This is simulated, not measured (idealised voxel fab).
The following is a process module called voxel self aligned contacts.
The figure presents cross-section cut, which has a width of 230 nm and is divided into square cells with an edge length of 5 nm.
A cross-section is a grid of square cells, given in bands from the top down. A band is one or more rows of cells.
The band entry comprises the height of the band's top followed by the height of its bottom, expressed in nm, and subsequently the band's materials from left to right, each stated together with its width in nm. Where a single material is marked with the word "full width", that material fills the band from edge to edge. The word "blank" represents empty space.
The level at which height equals 0 is the one under which the wafer, as it arrives, is entirely one material. No lower edge exists for the bottom band, which continues downward and is notated as in "0..down".
Top row gets the first number, bottom row gets the second, and each row in between changes by the same step: that is how a band width like "30->40" works.
"nothing different", as given for a step, is the statement that not any cell of the cross-section underwent a change during that step.
So "Fully enclosed voids" is basically the list of trapped voids: any empty space of 8 cells or more that can't reach the top through an opening. They're written width x height at distance, the distance being from the left edge, and it's all nm.
Anything after a step's settings on that line? It's the simulator's own note about the step.
Among the settings permitted on a step's line is "overlay nm"; applied to a step with a mask, it specifies the extent to which the mask lay to the right of its planned position, whereas a negative figure signifies a position to the left.
-- Process steps - plan
1) RECEIVE [material Si]
2) OXIDIZE [depth nm 5]
3) DIRECTIONAL_DEP [material polySi] [thk nm 30]
4) DIRECTIONAL_DEP [material SiN] [thk nm 20]
5) MASKED_ETCH [tone cover] [mask id GATE] [width nm 25] [pitch nm 55] [etch materials SiN] [depth nm 20] [overlay nm -15]
6) MASKED_ETCH [tone cover] [mask id GATE] [width nm 25] [pitch nm 55] [etch materials polySi] [depth nm 30] [overlay nm 0]
7) CONFORMAL_DEP [material SiN] [thk nm 5]
8) DIRECTIONAL_ETCH [etch materials SiN] [depth nm 5]
9) FILL_DEP [material SiO2] [thk nm 15]
10) CMP [height nm 60]
11) PATTERN [tone open] [mask id CONTACT] [material resist] [width nm 40] [thk nm 15] [overlay nm 0]
12) DIRECTIONAL_ETCH [etch materials SiO2] [depth nm 65]
13) STRIP [etch materials resist]
14) CONFORMAL_DEP [material TiN] [thk nm 5]
15) FILL_DEP [material Ru] [thk nm 10]
16) CMP [height nm 60]
17) CONFORMAL_DEP [material SiCN] [thk nm 5]
The value of overlay nm given for step 5 in the plan refers to the first wafer; the wafers vary in this setting and are alike at the start.
-- As received, i.e. after step 1: cross-section through the first of several wafers
> 0..down = Si full width
> Fully enclosed voids: none
-- First of several wafers, sectioned at end of module (last step: step 17)
> 65..60 = SiCN full width
> 60..50 = 95 of SiO2; 5 of TiN; 30->5 of Ru; 5->30 of TiN; 95 of SiO2
> 50..35 = 55 of SiO2; 35 of SiN; 5 of SiO2; 5 of TiN; 5 of Ru; 5 of TiN; 35 of SiN; 85 of SiO2
> 35..30 = 55 of SiO2; 35 of SiN; 5 of SiO2; 15 of TiN; 35 of SiN; 85 of SiO2
> 30..0 = 55 of SiO2; 5 of SiN; 40 of polySi; 5 of SiN; 5 of TiN; 5 of SiN; 40 of polySi; 5 of SiN; 70 of SiO2
> 0..-5 = 105 of SiO2; 5 of TiN; 120 of SiO2
> -5..down = Si full width
> Fully enclosed voids: none
-- The final wafer, sectioned at module end
> 65..60 = SiCN full width
> 60..50 = 95 of SiO2; 5->30 of TiN; 30->5 of Ru; 5 of TiN; 95 of SiO2
> 50..35 = 85 of SiO2; 35 of SiN; 5 of TiN; 5 of Ru; 5 of TiN; 5 of SiO2; 35 of SiN; 55 of SiO2
> 35..30 = 85 of SiO2; 35 of SiN; 15 of TiN; 5 of SiO2; 35 of SiN; 55 of SiO2
> 30..0 = 70 of SiO2; 5 of SiN; 40 of polySi; 5 of SiN; 5 of TiN; 5 of SiN; 40 of polySi; 5 of SiN; 55 of SiO2
> 0..-5 = 120 of SiO2; 5 of TiN; 105 of SiO2
> -5..down = Si full width
> Fully enclosed voids: none
-- Each row below is a wafer at the end of the module, listing for every material the number of cells it has gained (+) or lost (-) since it was received, followed by its closed voids
overlay nm -15 | +10 Ru | -46 Si | +46 SiCN | +80 SiN | +387 SiO2 | +25 TiN | +96 polySi | Fully enclosed voids: none
overlay nm -10 | +14 Ru | -46 Si | +46 SiCN | +80 SiN | +388 SiO2 | +32 TiN | +84 polySi | Fully enclosed voids: none
overlay nm -5 | +21 Ru | -46 Si | +46 SiCN | +80 SiN | +393 SiO2 | +32 TiN | +72 polySi | Fully enclosed voids: none
overlay nm 0 | +28 Ru | -46 Si | +46 SiCN | +80 SiN | +398 SiO2 | +32 TiN | +60 polySi | Fully enclosed voids: none
overlay nm 5 | +21 Ru | -46 Si | +46 SiCN | +80 SiN | +393 SiO2 | +32 TiN | +72 polySi | Fully enclosed voids: none
overlay nm 10 | +14 Ru | -46 Si | +46 SiCN | +80 SiN | +388 SiO2 | +32 TiN | +84 polySi | Fully enclosed voids: none
overlay nm 15 | +10 Ru | -46 Si | +46 SiCN | +80 SiN | +387 SiO2 | +25 TiN | +96 polySi | Fully enclosed voids: none
